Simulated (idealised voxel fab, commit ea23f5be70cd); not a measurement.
Proc. module: voxel self aligned vias
Each square cell in cross-section cut measures 5 nm, and the section as a whole is 250 nm wide.
We lay out every cross-section as a grid of square cells and spell it out in bands from the top down, where one band means one or more rows of cells.
In this notation a band is specified by the heights of its top and bottom, in that order and in nm, after which its materials appear from left to right, each paired with its width in nm. The word "all across" attached to a single material means that material fills the band from edge to edge; the word "blank" stands for empty space.
Height is counted from the level 0, under which the received wafer is composed throughout of one material. The lowest of the bands is not closed at the bottom but continues downward, in the notation "top 0, no bottom".
Top row gets the first number, bottom row gets the second, and each row in between changes by the same step: that is how a band width like "30..40" works.
"stayed the same" after a step means that no cell of the cross-section changed.
Enclosed voids (no open way to top), threshold 8 cells or more, entry "Closed empty spaces", notation width x height at distance, distance from left edge, nm.
Post-settings text on a step line: simulator's own remark regarding the step.
The line of a step may include "overlay nm". On a step with a mask, this value is how far to the right of its planned place the mask lay. A negative value means the mask lay to the left.
This section lists the process steps that were planned
1 RECEIVE: material Si
2 CONFORMAL_DEP: material SiO2, thk nm 15
3 CONFORMAL_DEP: material SiCN, thk nm 5
4 DIRECTIONAL_DEP: material lowk, thk nm 25
5 MASKED_ETCH: tone open, mask id LINES, width nm 25, pitch nm 60, etch materials lowk, depth nm 25, overlay nm 0
6 CONFORMAL_DEP: material TiN, thk nm 5
7 FILL_DEP: material Ru, thk nm 5
8 CMP: height nm 45
9 SELECTIVE_ETCH: etch materials W Ru TiN, depth nm 10
10 FILL_DEP: material SiN, thk nm 5
11 CMP: height nm 45
12 DIRECTIONAL_DEP: material lowk, thk nm 20
13 PATTERN: tone open, mask id VIAS, material resist, width nm 45, thk nm 20, overlay nm -15
14 DIRECTIONAL_ETCH: etch materials lowk, depth nm 20
15 DIRECTIONAL_ETCH: etch materials SiN, depth nm 10
16 STRIP: etch materials resist
17 CONFORMAL_DEP: material TiN, thk nm 5
18 FILL_DEP: material Ru, thk nm 5
19 CMP: height nm 65
20 CONFORMAL_DEP: material SiCN, thk nm 5
What sets these wafers apart? The overlay nm at step 13. They all start alike, and the plan carries the first wafer's value.
So this is the first of several wafers, cross-sectioned as it came to us, meaning it's at the end of step 1
- top 0, no bottom  Si all across
- Closed empty spaces: none
First of several wafers, sectioned at end of module (last step: step 20)
- top 70, bottom 65  SiCN all across
- top 65, bottom 50  lowk (55)  TiN (5)  Ru (35)  TiN (5)  lowk (150)
- top 50, bottom 45  lowk (55)  TiN (30)  Ru (10)  TiN (5)  lowk (150)
- top 45, bottom 40  lowk (80)  TiN (5)  Ru (10)  TiN (5)  SiN (5)  lowk (35)  SiN (25)  lowk (85)
- top 40, bottom 35  lowk (80)  TiN (20)  SiN (5)  lowk (35)  SiN (25)  lowk (85)
- top 35, bottom 25  lowk (80)  TiN (5)  Ru (15)  TiN (5)  lowk (35)  TiN (5)  Ru (15)  TiN (5)  lowk (85)
- top 25, bottom 20  lowk (80)  TiN (25)  lowk (35)  TiN (25)  lowk (85)
- top 20, bottom 15  SiCN all across
- top 15, bottom 0  SiO2 all across
- top 0, no bottom  Si all across
- Closed empty spaces: none
Last wafer of the set, cross-sectioned at end of module
- top 70, bottom 65  SiCN all across
- top 65, bottom 50  lowk (85)  TiN (5)  Ru (35)  TiN (5)  lowk (120)
- top 50, bottom 45  lowk (85)  TiN (5)  Ru (10)  TiN (30)  lowk (120)
- top 45, bottom 40  lowk (80)  SiN (5)  TiN (5)  Ru (10)  TiN (5)  lowk (35)  SiN (25)  lowk (85)
- top 40, bottom 35  lowk (80)  SiN (5)  TiN (20)  lowk (35)  SiN (25)  lowk (85)
- top 35, bottom 25  lowk (80)  TiN (5)  Ru (15)  TiN (5)  lowk (35)  TiN (5)  Ru (15)  TiN (5)  lowk (85)
- top 25, bottom 20  lowk (80)  TiN (25)  lowk (35)  TiN (25)  lowk (85)
- top 20, bottom 15  SiCN all across
- top 15, bottom 0  SiO2 all across
- top 0, no bottom  Si all across
- Closed empty spaces: none
Take any row and you have a wafer at the end of the module: how many cells of each material it has gained (+) or lost (-) since it was received, and then its closed voids
overlay nm -15; +37 Ru; +100 SiCN; +12 SiN; +150 SiO2; +37 TiN; +364 lowk; Closed empty spaces: none
overlay nm -10; +39 Ru; +100 SiCN; +10 SiN; +150 SiO2; +37 TiN; +364 lowk; Closed empty spaces: none
overlay nm -5; +39 Ru; +100 SiCN; +10 SiN; +150 SiO2; +37 TiN; +364 lowk; Closed empty spaces: none
overlay nm 0; +39 Ru; +100 SiCN; +10 SiN; +150 SiO2; +37 TiN; +364 lowk; Closed empty spaces: none
overlay nm 5; +39 Ru; +100 SiCN; +10 SiN; +150 SiO2; +37 TiN; +364 lowk; Closed empty spaces: none
overlay nm 10; +39 Ru; +100 SiCN; +10 SiN; +150 SiO2; +37 TiN; +364 lowk; Closed empty spaces: none
overlay nm 15; +37 Ru; +100 SiCN; +12 SiN; +150 SiO2; +37 TiN; +364 lowk; Closed empty spaces: none
